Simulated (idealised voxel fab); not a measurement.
voxel capacitor over wiring: a process module
Cross-section cut spans 150 nm and uses square cells 5 nm in size.
Cross-section format: a grid of square cells, given as bands from top to bottom; each band is one or more rows of cells.
Band: top and bottom heights (nm) first, top before bottom; then materials from left to right, widths in nm. "full width" marks a sole material filling the band edge to edge. "empty" denotes empty space.
The level at which height equals 0 is the one under which the wafer, as it arrives, is entirely one material. No lower edge exists for the bottom band, which continues downward and is notated as in "0 -> down".
The two numbers in a width such as "30->40" mark its ends across the band: the first belongs to the top row of cells, the second to the bottom row, and from each row to the next the width moves by the same amount.
"remained the same" (step): cross-section cells unchanged, all of them.
If an empty space has no open way to the top and is at least 8 cells in size, "Enclosed void listing" lists it, written width x height at distance, where distance is measured from the left edge and every value is in nm.
On each step's line, the part that comes after the settings is the simulator's own comment on the step.
overlay nm: where the mask lay relative to plan, measured to the right, on steps with a mask; negatives go left.
[Process steps (planned)]
1) RECEIVE: material Si
2) CONFORMAL_DEP: material SiO2, thk nm 15
3) CONFORMAL_DEP: material SiCN, thk nm 5
4) DIRECTIONAL_DEP: material SiO2, thk nm 25
5) PATTERN: tone open, mask id METAL_1, material resist, width nm 20, pitch nm 90, thk nm 15, overlay nm 0
6) DIRECTIONAL_ETCH: etch materials SiO2, depth nm 25
7) DIRECTIONAL_ETCH: etch materials SiCN, depth nm 5
8) STRIP: etch materials resist
9) CONFORMAL_DEP: material TiN, thk nm 5
10) FILL_DEP: material W, thk nm 10
11) CMP: height nm 45
12) CONFORMAL_DEP: material SiCN, thk nm 5
13) DIRECTIONAL_DEP: material lowk, thk nm 10
14) MASKED_ETCH: tone open, mask id PLUG_1, width nm 15, etch materials lowk, depth nm 10, overlay nm 0
15) MASKED_ETCH: tone open, mask id PLUG_1, width nm 15, etch materials SiCN, depth nm 5, overlay nm 0
16) EPI: material Ru, thk nm 10
17) EPI: material Ru, thk nm 5
18) DIRECTIONAL_DEP: material TiN, thk nm 10
19) DIRECTIONAL_DEP: material HfO2, thk nm 5
20) DIRECTIONAL_DEP: material TiN, thk nm 10
21) MASKED_ETCH: tone cover, mask id UPPER_PLATE, width nm 75, etch materials TiN, depth nm 10, overlay nm 0
22) MASKED_ETCH: tone cover, mask id UPPER_PLATE, width nm 75, etch materials HfO2, depth nm 5, overlay nm 0
23) DIRECTIONAL_DEP: material aC, thk nm 15
24) PATTERN: tone cover, mask id LOWER_PLATE, material resist, width nm 85, thk nm 35, overlay nm 0
25) DIRECTIONAL_ETCH: etch materials aC, depth nm 15
26) STRIP: etch materials resist
27) DIRECTIONAL_ETCH: etch materials TiN, depth nm 10
28) STRIP: etch materials aC
29) FILL_DEP: material SiO2, thk nm 20
30) CMP: height nm 100
31) MASKED_ETCH: tone open, mask id PLUG_2, width nm 15, etch materials SiO2, depth nm 15, overlay nm 0
32) CONFORMAL_DEP: material TiN, thk nm 5
33) FILL_DEP: material Cu, thk nm 5
34) CMP: height nm 100
35) CONFORMAL_DEP: material SiCN, thk nm 5
[First of two wafers, processed according to plan]
[Wafer at receipt (post step 1), cross-section]
> 0 -> down | Si full width
> Enclosed void listing: none
[Once step 2 is through, the wafer looks like this in cross-section]
> 15 -> 0 | SiO2 full width
> Rest of section, below 0: as before.
[Once step 3 is through, the wafer looks like this in cross-section]
> 20 -> 15 | SiCN full width
> Rest of section, below 15: as before.
[Once step 4 is through, the wafer looks like this in cross-section]
> 45 -> 20 | SiO2 full width
> Rest of section, below 20: as before.
[Once step 5 is through, the wafer looks like this in cross-section]
> 60 -> 45 | resist 20 nm; empty 20 nm; resist 70 nm; empty 20 nm; resist 20 nm
> Rest of section, below 45: as before.
[Once step 6 is through, the wafer looks like this in cross-section]
> 60 -> 45 | resist 20 nm; empty 20 nm; resist 70 nm; empty 20 nm; resist 20 nm
> 45 -> 20 | SiO2 20 nm; empty 20 nm; SiO2 70 nm; empty 20 nm; SiO2 20 nm
> Rest of section, below 20: as before.
[Once step 7 is through, the wafer looks like this in cross-section]
> 60 -> 45 | resist 20 nm; empty 20 nm; resist 70 nm; empty 20 nm; resist 20 nm
> 45 -> 20 | SiO2 20 nm; empty 20 nm; SiO2 70 nm; empty 20 nm; SiO2 20 nm
> 20 -> 15 | SiCN 20 nm; empty 20 nm; SiCN 70 nm; empty 20 nm; SiCN 20 nm
> Rest of section, below 15: as before.
[Once step 8 is through, the wafer looks like this in cross-section]
> 45 -> 20 | SiO2 20 nm; empty 20 nm; SiO2 70 nm; empty 20 nm; SiO2 20 nm
> Rest of section, below 20: as before.
[Once step 9 is through, the wafer looks like this in cross-section]
> 50 -> 45 | TiN 25 nm; empty 10 nm; TiN 80 nm; empty 10 nm; TiN 25 nm
> 45 -> 20 | SiO2 20 nm; TiN 5 nm; empty 10 nm; TiN 5 nm; SiO2 70 nm; TiN 5 nm; empty 10 nm; TiN 5 nm; SiO2 20 nm
> 20 -> 15 | SiCN 20 nm; TiN 20 nm; SiCN 70 nm; TiN 20 nm; SiCN 20 nm
> Rest of section, below 15: as before.
[Once step 10 is through, the wafer looks like this in cross-section]
> 60 -> 50 | W full width
> 50 -> 45 | TiN 25 nm; W 10 nm; TiN 80 nm; W 10 nm; TiN 25 nm
> 45 -> 20 | SiO2 20 nm; TiN 5 nm; W 10 nm; TiN 5 nm; SiO2 70 nm; TiN 5 nm; W 10 nm; TiN 5 nm; SiO2 20 nm
> Rest of section, below 20: as before.
[Once step 11 is through, the wafer looks like this in cross-section]
> 45 -> 20 | SiO2 20 nm; TiN 5 nm; W 10 nm; TiN 5 nm; SiO2 70 nm; TiN 5 nm; W 10 nm; TiN 5 nm; SiO2 20 nm
> Rest of section, below 20: as before.
[Once step 12 is through, the wafer looks like this in cross-section]
> 50 -> 45 | SiCN full width
> Rest of section, below 45: as before.
[Once step 13 is through, the wafer looks like this in cross-section]
> 60 -> 50 | lowk full width
> Rest of section, below 50: as before.
[Once step 14 is through, the wafer looks like this in cross-section]
> 60 -> 50 | lowk 25 nm; empty 15 nm; lowk 110 nm
> Rest of section, below 50: as before.
[Once step 15 is through, the wafer looks like this in cross-section]
> 60 -> 50 | lowk 25 nm; empty 15 nm; lowk 110 nm
> 50 -> 45 | SiCN 25 nm; empty 15 nm; SiCN 110 nm
> Rest of section, below 45: as before.
[Once step 16 is through, the wafer looks like this in cross-section]
> 60 -> 55 | lowk 25 nm; empty 15 nm; lowk 110 nm
> 55 -> 50 | lowk 25 nm; Ru 15 nm; lowk 110 nm
> 50 -> 45 | SiCN 25 nm; Ru 15 nm; SiCN 110 nm
> Rest of section, below 45: as before.
[Once step 17 is through, the wafer looks like this in cross-section]
> 60 -> 50 | lowk 25 nm; Ru 15 nm; lowk 110 nm
> Rest of section, below 50: as before.
[Once step 18 is through, the wafer looks like this in cross-section]
> 70 -> 60 | TiN full width
> Rest of section, below 60: as before.
[Once step 19 is through, the wafer looks like this in cross-section]
> 75 -> 70 | HfO2 full width
> Rest of section, below 70: as before.
[Once step 20 is through, the wafer looks like this in cross-section]
> 85 -> 75 | TiN full width
> Rest of section, below 75: as before.
[Once step 21 is through, the wafer looks like this in cross-section]
> 85 -> 75 | empty 25 nm; TiN 75 nm; empty 50 nm
> Rest of section, below 75: as before.
[Once step 22 is through, the wafer looks like this in cross-section]
> 85 -> 75 | empty 25 nm; TiN 75 nm; empty 50 nm
> 75 -> 70 | empty 25 nm; HfO2 75 nm; empty 50 nm
> Rest of section, below 70: as before.
[Once step 23 is through, the wafer looks like this in cross-section]
> 100 -> 85 | empty 25 nm; aC 75 nm; empty 50 nm
> 85 -> 75 | aC 25 nm; TiN 75 nm; aC 50 nm
> 75 -> 70 | aC 25 nm; HfO2 75 nm; aC 50 nm
> Rest of section, below 70: as before.
[Once step 24 is through, the wafer looks like this in cross-section]
> 135 -> 100 | empty 20 nm; resist 85 nm; empty 45 nm
> 100 -> 85 | empty 20 nm; resist 5 nm; aC 75 nm; resist 5 nm; empty 45 nm
> Rest of section, below 85: as before.
[Once step 25 is through, the wafer looks like this in cross-section]
> 120 -> 100 | empty 20 nm; resist 85 nm; empty 45 nm
> 100 -> 85 | empty 20 nm; resist 5 nm; aC 75 nm; resist 5 nm; empty 45 nm
> 85 -> 75 | empty 20 nm; aC 5 nm; TiN 75 nm; aC 5 nm; empty 45 nm
> 75 -> 70 | empty 20 nm; aC 5 nm; HfO2 75 nm; aC 5 nm; empty 45 nm
> Rest of section, below 70: as before.
[Once step 26 is through, the wafer looks like this in cross-section]
> 100 -> 85 | empty 25 nm; aC 75 nm; empty 50 nm
> Rest of section, below 85: as before.
[Once step 27 is through, the wafer looks like this in cross-section]
> 100 -> 85 | empty 25 nm; aC 75 nm; empty 50 nm
> 85 -> 75 | empty 20 nm; aC 5 nm; TiN 75 nm; aC 5 nm; empty 45 nm
> 75 -> 70 | empty 20 nm; aC 5 nm; HfO2 75 nm; aC 5 nm; empty 45 nm
> 70 -> 60 | empty 20 nm; TiN 85 nm; empty 45 nm
> Rest of section, below 60: as before.
[Once step 28 is through, the wafer looks like this in cross-section]
> 85 -> 75 | empty 25 nm; TiN 75 nm; empty 50 nm
> 75 -> 70 | empty 25 nm; HfO2 75 nm; empty 50 nm
> Rest of section, below 70: as before.
[Once step 29 is through, the wafer looks like this in cross-section]
> 105 -> 85 | SiO2 full width
> 85 -> 75 | SiO2 25 nm; TiN 75 nm; SiO2 50 nm
> 75 -> 70 | SiO2 25 nm; HfO2 75 nm; SiO2 50 nm
> 70 -> 60 | SiO2 20 nm; TiN 85 nm; SiO2 45 nm
> Rest of section, below 60: as before.
[Once step 30 is through, the wafer looks like this in cross-section]
> 100 -> 85 | SiO2 full width
> Rest of section, below 85: as before.
[Once step 31 is through, the wafer looks like this in cross-section]
> 100 -> 85 | SiO2 35 nm; empty 15 nm; SiO2 100 nm
> Rest of section, below 85: as before.
[Once step 32 is through, the wafer looks like this in cross-section]
> 105 -> 100 | TiN 40 nm; empty 5 nm; TiN 105 nm
> 100 -> 90 | SiO2 35 nm; TiN 5 nm; empty 5 nm; TiN 5 nm; SiO2 100 nm
> 90 -> 85 | SiO2 35 nm; TiN 15 nm; SiO2 100 nm
> Rest of section, below 85: as before.
[Once step 33 is through, the wafer looks like this in cross-section]
> 110 -> 105 | Cu full width
> 105 -> 100 | TiN 40 nm; Cu 5 nm; TiN 105 nm
> 100 -> 90 | SiO2 35 nm; TiN 5 nm; Cu 5 nm; TiN 5 nm; SiO2 100 nm
> Rest of section, below 90: as before.
[Once step 34 is through, the wafer looks like this in cross-section]
> 100 -> 90 | SiO2 35 nm; TiN 5 nm; Cu 5 nm; TiN 5 nm; SiO2 100 nm
> Rest of section, below 90: as before.
[Once step 35 is through, the wafer looks like this in cross-section]
> 105 -> 100 | SiCN full width
> Rest of section, below 100: as before.
[The remaining wafer, second of the two, started like the first and was run to the same plan, except that one mistake was made along the way; the two coincide through step 30, inclusive]
[Cross-section, second wafer, at the end time the plan gives for step 31]
> 100 -> 85 | SiO2 35 nm; empty 20 nm; SiO2 95 nm
> Rest of section, below 85: as before.
[Cross-section, second wafer, at the end time the plan gives for step 32]
> 105 -> 100 | TiN 40 nm; empty 10 nm; TiN 100 nm
> 100 -> 90 | SiO2 35 nm; TiN 5 nm; empty 10 nm; TiN 5 nm; SiO2 95 nm
> 90 -> 85 | SiO2 35 nm; TiN 20 nm; SiO2 95 nm
> Rest of section, below 85: as before.
[Cross-section, second wafer, at the end time the plan gives for step 33]
> 110 -> 105 | Cu full width
> 105 -> 100 | TiN 40 nm; Cu 10 nm; TiN 100 nm
> 100 -> 90 | SiO2 35 nm; TiN 5 nm; Cu 10 nm; TiN 5 nm; SiO2 95 nm
> Rest of section, below 90: as before.
[Cross-section, second wafer, at the end time the plan gives for step 34]
> 100 -> 90 | SiO2 35 nm; TiN 5 nm; Cu 10 nm; TiN 5 nm; SiO2 95 nm
> Rest of section, below 90: as before.
[Cross-section, second wafer, at the end time the plan gives for step 35]
> 105 -> 100 | SiCN full width
> Rest of section, below 100: as before.
what went wrong: step 31 was not run as planned; what actually ran was MASKED_ETCH: tone open, mask id PLUG_2, width nm 20, etch materials SiO2, depth nm 15, overlay nm 0
Cell-count delta at end, second wafer over first, by material: 2 more of Cu; 3 fewer of SiO2; 1 more of TiN
